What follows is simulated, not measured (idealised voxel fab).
The process module that follows is named voxel gate over fins.
Each square cell in cross-section cut measures 5 nm, and the section as a whole is 150 nm wide.
We lay out every cross-section as a grid of square cells and spell it out in bands from the top down, where one band means one or more rows of cells. Basically the band line says how high the top is and how high the bottom is, in nm, and then what's in it from left to right, every material with its width in nm. Empty space shows up as "blank", and if a single material carries "all across" it runs the full band edge to edge. Height is counted from the level 0, under which the received wafer is composed throughout of one material. The lowest of the bands is not closed at the bottom but continues downward, in the notation "0 nm and below". A width given as "30->40" starts at the first number in the band's top row and ends at the second number in its bottom row, shifting by an equal amount at every step from row to row. For the purposes of this document, the phrase "left unchanged" attached to a step denotes that no cell within the cross-section was modified by that step. Each empty space that has no open way to the top and spans at least 8 cells appears under "Internal closed voids" as width x height at distance, the distance counted from the left edge, all in nm. Text after the settings on a step's line: the simulator's own remark on that step. overlay nm: mask right of planned place by this much (step with mask). Neg. = left.

PROCESS STEPS FORESEEN IN THE PLAN
1 RECEIVE,material Si
2 CONFORMAL_DEP,material SiN,thk nm 10
3 DIRECTIONAL_DEP,material aC,thk nm 15
4 PATTERN,tone cover,mask id FINS,material resist,width nm 15,pitch nm 35,thk nm 35,overlay nm 0
5 DIRECTIONAL_ETCH,etch materials aC,depth nm 15
6 STRIP,etch materials resist
7 DIRECTIONAL_ETCH,etch materials SiN,depth nm 10
8 DIRECTIONAL_ETCH,etch materials Si,depth nm 35
9 STRIP,etch materials aC
10 OXIDIZE,depth nm 5
11 FILL_DEP,material SiO2,thk nm 15
12 CMP,height nm 10
13 SELECTIVE_ETCH,etch materials SiO2,depth nm 25
14 STRIP,etch materials SiN
15 CONFORMAL_DEP,material HfO2,thk nm 5
16 CONFORMAL_DEP,material TiN,thk nm 5
17 FILL_DEP,material W,thk nm 10
18 CMP,height nm 15
19 CONFORMAL_DEP,material SiCN,thk nm 5

FIRST WAFER, TWO IN TOTAL, RUN AS PLANNED

RECEIVED-STATE CROSS-SECTION, REFLECTING COMPLETION OF STEP 1
    0 nm and below = Si all across
    Internal closed voids: none

THE WAFER IN CROSS-SECTION ONCE STEP 2 IS COMPLETE
    10 nm to 0 nm = SiN all across
    Everything under 0 stays put, no change at all.

THE WAFER IN CROSS-SECTION ONCE STEP 3 IS COMPLETE
    25 nm to 10 nm = aC all across
    Everything under 10 stays put, no change at all.

THE WAFER IN CROSS-SECTION ONCE STEP 4 IS COMPLETE
    60 nm to 25 nm = blank (50), resist (15), blank (20), resist (15), blank (50)
    Everything under 25 stays put, no change at all.

THE WAFER IN CROSS-SECTION ONCE STEP 5 IS COMPLETE
    45 nm to 25 nm = blank (50), resist (15), blank (20), resist (15), blank (50)
    25 nm to 10 nm = blank (50), aC (15), blank (20), aC (15), blank (50)
    Everything under 10 stays put, no change at all.

THE WAFER IN CROSS-SECTION ONCE STEP 6 IS COMPLETE
    25 nm to 10 nm = blank (50), aC (15), blank (20), aC (15), blank (50)
    Everything under 10 stays put, no change at all.

THE WAFER IN CROSS-SECTION ONCE STEP 7 IS COMPLETE
    25 nm to 10 nm = blank (50), aC (15), blank (20), aC (15), blank (50)
    10 nm to 0 nm = blank (50), SiN (15), blank (20), SiN (15), blank (50)
    Everything under 0 stays put, no change at all.

THE WAFER IN CROSS-SECTION ONCE STEP 8 IS COMPLETE
    25 nm to 10 nm = blank (50), aC (15), blank (20), aC (15), blank (50)
    10 nm to 0 nm = blank (50), SiN (15), blank (20), SiN (15), blank (50)
    0 nm to -35 nm = blank (50), Si (15), blank (20), Si (15), blank (50)
    Everything under -35 stays put, no change at all.

THE WAFER IN CROSS-SECTION ONCE STEP 9 IS COMPLETE
    10 nm to 0 nm = blank (50), SiN (15), blank (20), SiN (15), blank (50)
    Everything under 0 stays put, no change at all.

THE WAFER IN CROSS-SECTION ONCE STEP 10 IS COMPLETE
    10 nm to 0 nm = blank (50), SiN (15), blank (20), SiN (15), blank (50)
    0 nm to -35 nm = blank (50), SiO2 (5), Si (5), SiO2 (5), blank (20), SiO2 (5), Si (5), SiO2 (5), blank (50)
    -35 nm to -40 nm = SiO2 (55), Si (5), SiO2 (30), Si (5), SiO2 (55)
    Everything under -40 stays put, no change at all.

THE WAFER IN CROSS-SECTION ONCE STEP 11 IS COMPLETE
    25 nm to 10 nm = SiO2 all across
    10 nm to 0 nm = SiO2 (50), SiN (15), SiO2 (20), SiN (15), SiO2 (50)
    0 nm to -40 nm = SiO2 (55), Si (5), SiO2 (30), Si (5), SiO2 (55)
    Everything under -40 stays put, no change at all.

THE WAFER IN CROSS-SECTION ONCE STEP 12 IS COMPLETE
    10 nm to 0 nm = SiO2 (50), SiN (15), SiO2 (20), SiN (15), SiO2 (50)
    Everything under 0 stays put, no change at all.

THE WAFER IN CROSS-SECTION ONCE STEP 13 IS COMPLETE
    10 nm to 0 nm = blank (50), SiN (15), blank (20), SiN (15), blank (50)
    0 nm to -15 nm = blank (55), Si (5), blank (30), Si (5), blank (55)
    Everything under -15 stays put, no change at all.

THE WAFER IN CROSS-SECTION ONCE STEP 14 IS COMPLETE
    0 nm to -15 nm = blank (55), Si (5), blank (30), Si (5), blank (55)
    Everything under -15 stays put, no change at all.

THE WAFER IN CROSS-SECTION ONCE STEP 15 IS COMPLETE
    5 nm to 0 nm = blank (50), HfO2 (15), blank (20), HfO2 (15), blank (50)
    0 nm to -10 nm = blank (50), HfO2 (5), Si (5), HfO2 (5), blank (20), HfO2 (5), Si (5), HfO2 (5), blank (50)
    -10 nm to -15 nm = HfO2 (55), Si (5), HfO2 (30), Si (5), HfO2 (55)
    Everything under -15 stays put, no change at all.

THE WAFER IN CROSS-SECTION ONCE STEP 16 IS COMPLETE
    10 nm to 5 nm = blank (45), TiN (25), blank (10), TiN (25), blank (45)
    5 nm to 0 nm = blank (45), TiN (5), HfO2 (15), TiN (5), blank (10), TiN (5), HfO2 (15), TiN (5), blank (45)
    0 nm to -5 nm = blank (45), TiN (5), HfO2 (5), Si (5), HfO2 (5), TiN (5), blank (10), TiN (5), HfO2 (5), Si (5), HfO2 (5), TiN (5), blank (45)
    -5 nm to -10 nm = TiN (50), HfO2 (5), Si (5), HfO2 (5), TiN (20), HfO2 (5), Si (5), HfO2 (5), TiN (50)
    Everything under -10 stays put, no change at all.

THE WAFER IN CROSS-SECTION ONCE STEP 17 IS COMPLETE
    20 nm to 10 nm = W all across
    10 nm to 5 nm = W (45), TiN (25), W (10), TiN (25), W (45)
    5 nm to 0 nm = W (45), TiN (5), HfO2 (15), TiN (5), W (10), TiN (5), HfO2 (15), TiN (5), W (45)
    0 nm to -5 nm = W (45), TiN (5), HfO2 (5), Si (5), HfO2 (5), TiN (5), W (10), TiN (5), HfO2 (5), Si (5), HfO2 (5), TiN (5), W (45)
    Everything under -5 stays put, no change at all.

THE WAFER IN CROSS-SECTION ONCE STEP 18 IS COMPLETE
    15 nm to 10 nm = W all across
    Everything under 10 stays put, no change at all.

THE WAFER IN CROSS-SECTION ONCE STEP 19 IS COMPLETE
    20 nm to 15 nm = SiCN all across
    Everything under 15 stays put, no change at all.

OKAY, SECOND WAFER. NOTHING DIFFERENT AT THE START, NOTHING DIFFERENT IN THE PLAN, JUST ONE MISTAKE SOMEWHERE IN THE RUNNING. AS FAR AS STEP 3, COUNTING THAT STEP, IT'S THE FIRST WAFER ALL OVER AGAIN

SECOND WAFER, CUT VIEW, END OF STEP 4 PER PLAN
    60 nm to 25 nm = blank (40), resist (15), blank (20), resist (15), blank (60)
    Everything under 25 stays put, no change at all.

SECOND WAFER, CUT VIEW, END OF STEP 5 PER PLAN
    45 nm to 25 nm = blank (40), resist (15), blank (20), resist (15), blank (60)
    25 nm to 10 nm = blank (40), aC (15), blank (20), aC (15), blank (60)
    Everything under 10 stays put, no change at all.

SECOND WAFER, CUT VIEW, END OF STEP 6 PER PLAN
    25 nm to 10 nm = blank (40), aC (15), blank (20), aC (15), blank (60)
    Everything under 10 stays put, no change at all.

SECOND WAFER, CUT VIEW, END OF STEP 7 PER PLAN
    25 nm to 10 nm = blank (40), aC (15), blank (20), aC (15), blank (60)
    10 nm to 0 nm = blank (40), SiN (15), blank (20), SiN (15), blank (60)
    Everything under 0 stays put, no change at all.

SECOND WAFER, CUT VIEW, END OF STEP 8 PER PLAN
    25 nm to 10 nm = blank (40), aC (15), blank (20), aC (15), blank (60)
    10 nm to 0 nm = blank (40), SiN (15), blank (20), SiN (15), blank (60)
    0 nm to -35 nm = blank (40), Si (15), blank (20), Si (15), blank (60)
    Everything under -35 stays put, no change at all.

SECOND WAFER, CUT VIEW, END OF STEP 9 PER PLAN
    10 nm to 0 nm = blank (40), SiN (15), blank (20), SiN (15), blank (60)
    Everything under 0 stays put, no change at all.

SECOND WAFER, CUT VIEW, END OF STEP 10 PER PLAN
    10 nm to 0 nm = blank (40), SiN (15), blank (20), SiN (15), blank (60)
    0 nm to -35 nm = blank (40), SiO2 (5), Si (5), SiO2 (5), blank (20), SiO2 (5), Si (5), SiO2 (5), blank (60)
    -35 nm to -40 nm = SiO2 (45), Si (5), SiO2 (30), Si (5), SiO2 (65)
    Everything under -40 stays put, no change at all.

SECOND WAFER, CUT VIEW, END OF STEP 11 PER PLAN
    25 nm to 10 nm = SiO2 all across
    10 nm to 0 nm = SiO2 (40), SiN (15), SiO2 (20), SiN (15), SiO2 (60)
    0 nm to -40 nm = SiO2 (45), Si (5), SiO2 (30), Si (5), SiO2 (65)
    Everything under -40 stays put, no change at all.

SECOND WAFER, CUT VIEW, END OF STEP 12 PER PLAN
    10 nm to 0 nm = SiO2 (40), SiN (15), SiO2 (20), SiN (15), SiO2 (60)
    Everything under 0 stays put, no change at all.

SECOND WAFER, CUT VIEW, END OF STEP 13 PER PLAN
    10 nm to 0 nm = blank (40), SiN (15), blank (20), SiN (15), blank (60)
    0 nm to -15 nm = blank (45), Si (5), blank (30), Si (5), blank (65)
    Everything under -15 stays put, no change at all.

SECOND WAFER, CUT VIEW, END OF STEP 14 PER PLAN
    0 nm to -15 nm = blank (45), Si (5), blank (30), Si (5), blank (65)
    Everything under -15 stays put, no change at all.

SECOND WAFER, CUT VIEW, END OF STEP 15 PER PLAN
    5 nm to 0 nm = blank (40), HfO2 (15), blank (20), HfO2 (15), blank (60)
    0 nm to -10 nm = blank (40), HfO2 (5), Si (5), HfO2 (5), blank (20), HfO2 (5), Si (5), HfO2 (5), blank (60)
    -10 nm to -15 nm = HfO2 (45), Si (5), HfO2 (30), Si (5), HfO2 (65)
    Everything under -15 stays put, no change at all.

SECOND WAFER, CUT VIEW, END OF STEP 16 PER PLAN
    10 nm to 5 nm = blank (35), TiN (25), blank (10), TiN (25), blank (55)
    5 nm to 0 nm = blank (35), TiN (5), HfO2 (15), TiN (5), blank (10), TiN (5), HfO2 (15), TiN (5), blank (55)
    0 nm to -5 nm = blank (35), TiN (5), HfO2 (5), Si (5), HfO2 (5), TiN (5), blank (10), TiN (5), HfO2 (5), Si (5), HfO2 (5), TiN (5), blank (55)
    -5 nm to -10 nm = TiN (40), HfO2 (5), Si (5), HfO2 (5), TiN (20), HfO2 (5), Si (5), HfO2 (5), TiN (60)
    Everything under -10 stays put, no change at all.

SECOND WAFER, CUT VIEW, END OF STEP 17 PER PLAN
    20 nm to 10 nm = W all across
    10 nm to 5 nm = W (35), TiN (25), W (10), TiN (25), W (55)
    5 nm to 0 nm = W (35), TiN (5), HfO2 (15), TiN (5), W (10), TiN (5), HfO2 (15), TiN (5), W (55)
    0 nm to -5 nm = W (35), TiN (5), HfO2 (5), Si (5), HfO2 (5), TiN (5), W (10), TiN (5), HfO2 (5), Si (5), HfO2 (5), TiN (5), W (55)
    Everything under -5 stays put, no change at all.

SECOND WAFER, CUT VIEW, END OF STEP 18 PER PLAN
    15 nm to 10 nm = W all across
    Everything under 10 stays put, no change at all.

SECOND WAFER, CUT VIEW, END OF STEP 19 PER PLAN
    20 nm to 15 nm = SiCN all across
    Everything under 15 stays put, no change at all.
So what did we get wrong on this run? rather than as planned, step 4 actually ran as PATTERN,tone cover,mask id FINS,material resist,width nm 15,pitch nm 35,thk nm 35,overlay nm -10
When the process is done, the second wafer contains the same cell count of every material as the first wafer, but distributed over other locations.
